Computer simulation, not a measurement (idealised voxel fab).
Documented hereafter: the process module known as voxel wiring stack.
Square cell edge 5 nm, section width 200 nm, ID cut.
A cross-section is a grid of square cells, given in bands from the top down. A band is one or more rows of cells. In this notation a band is specified by the heights of its top and bottom, in that order and in nm, after which its materials appear from left to right, each paired with its width in nm. The word "full width" attached to a single material means that material fills the band from edge to edge; the word "blank" stands for empty space. Heads up on the height convention: 0 is the point under which the incoming wafer is all one material, and the lowest band has no bottom, it just keeps going down, like "z 0 and below". So if you see something like "30->40" for the width, read it as the top row of the band sitting at the first number and the bottom row at the second, with every row in between moving by the same amount as the last. "everything unchanged" means the step left every cell of the cross-section as it was. This entry, "Closed voids list", enumerates those empty regions of no fewer than 8 cells that possess no open connection to the top. Each region is reported in the form width x height at distance, the distance being taken from the left edge, with all three quantities expressed in nm. Text after the settings on a step's line: the simulator's own remark on that step. A step's line can hold "overlay nm"; with a mask on that step, the setting says how far right of the planned place the mask lay, while a negative setting says it lay to the left.
The planned process steps are enumerated hereunder:
1. RECEIVE with material Si
2. CONFORMAL_DEP with material SiO2, thk nm 15
3. DIRECTIONAL_DEP with material TiN, thk nm 5
4. DIRECTIONAL_DEP with material Ru, thk nm 15
5. MASKED_ETCH with tone cover, mask id METAL_1, width nm 30, pitch nm 60, etch materials Ru, depth nm 15, overlay nm 0
6. MASKED_ETCH with tone cover, mask id METAL_1, width nm 30, pitch nm 60, etch materials TiN, depth nm 5, overlay nm 0
7. FILL_DEP with material lowk, thk nm 5
8. CMP with height nm 35
9. CONFORMAL_DEP with material SiCN, thk nm 5
10. DIRECTIONAL_DEP with material lowk, thk nm 20
11. PATTERN with tone open, mask id PLUG_1, material resist, width nm 15, pitch nm 60, thk nm 15, overlay nm 0
12. DIRECTIONAL_ETCH with etch materials lowk, depth nm 20
13. DIRECTIONAL_ETCH with etch materials SiCN, depth nm 5
14. STRIP with etch materials resist
15. CONFORMAL_DEP with material TiN, thk nm 5
16. FILL_DEP with material Cu, thk nm 5
17. CMP with height nm 60
18. DIRECTIONAL_DEP with material TiN, thk nm 5
19. DIRECTIONAL_DEP with material W, thk nm 15
20. PATTERN with tone cover, mask id METAL_2, material resist, width nm 30, pitch nm 60, thk nm 20, overlay nm 0
21. DIRECTIONAL_ETCH with etch materials W, depth nm 15
22. DIRECTIONAL_ETCH with etch materials TiN, depth nm 5
23. STRIP with etch materials resist
24. CONFORMAL_DEP with material SiCN, thk nm 5
25. FILL_DEP with material lowk, thk nm 10
26. CMP with height nm 80
27. CONFORMAL_DEP with material SiCN, thk nm 5
28. DIRECTIONAL_DEP with material SiO2, thk nm 20
29. MASKED_ETCH with tone open, mask id PLUG_2, width nm 15, pitch nm 60, etch materials SiO2, depth nm 20, overlay nm 0
30. MASKED_ETCH with tone open, mask id PLUG_2, width nm 15, pitch nm 60, etch materials SiCN, depth nm 5, overlay nm 0
31. EPI with material Ru, thk nm 10
32. EPI with material Ru, thk nm 10
33. EPI with material Ru, thk nm 5
34. DIRECTIONAL_DEP with material TiN, thk nm 5
35. DIRECTIONAL_DEP with material W, thk nm 25
36. MASKED_ETCH with tone cover, mask id METAL_3, width nm 30, pitch nm 60, etch materials W, depth nm 25, overlay nm 0
37. MASKED_ETCH with tone cover, mask id METAL_3, width nm 30, pitch nm 60, etch materials TiN, depth nm 5, overlay nm 0
38. CONFORMAL_DEP with material SiN, thk nm 5
39. FILL_DEP with material lowk, thk nm 10
40. CMP with height nm 135
41. CONFORMAL_DEP with material SiN, thk nm 5
The cross-section here shows the wafer as received, i.e. in its state after step 1:
- z 0 and below  Si full width
- Closed voids list: none
Cross-section, end of module. Start: as above. Plan: as above. Execution: one mistake:
- z 140 to 135  SiN full width
- z 135 to 110  lowk (50), SiN (5), W (30), SiN (5), lowk (20), SiN (5), W (30), SiN (5), lowk (50)
- z 110 to 105  SiN (55), TiN (30), SiN (30), TiN (30), SiN (55)
- z 105 to 85  SiO2 (55), Ru (15), SiO2 (45), Ru (15), SiO2 (70)
- z 85 to 80  SiCN (55), Ru (15), SiCN (45), Ru (15), SiCN (70)
- z 80 to 65  lowk (50), SiCN (5), W (30), SiCN (5), lowk (20), SiCN (5), W (30), SiCN (5), lowk (50)
- z 65 to 60  SiCN (55), TiN (30), SiCN (30), TiN (30), SiCN (55)
- z 60 to 40  lowk (55), TiN (5), Cu (5), TiN (5), lowk (45), TiN (5), Cu (5), TiN (5), lowk (70)
- z 40 to 35  SiCN (55), TiN (15), SiCN (45), TiN (15), SiCN (70)
- z 35 to 30  lowk (55), TiN (30), lowk (30), TiN (30), lowk (55)
- z 30 to 0  SiO2 full width
- z 0 and below  Si full width
- Closed voids list: none
Deviation from plan: regarding the plan, step 2 was run twice
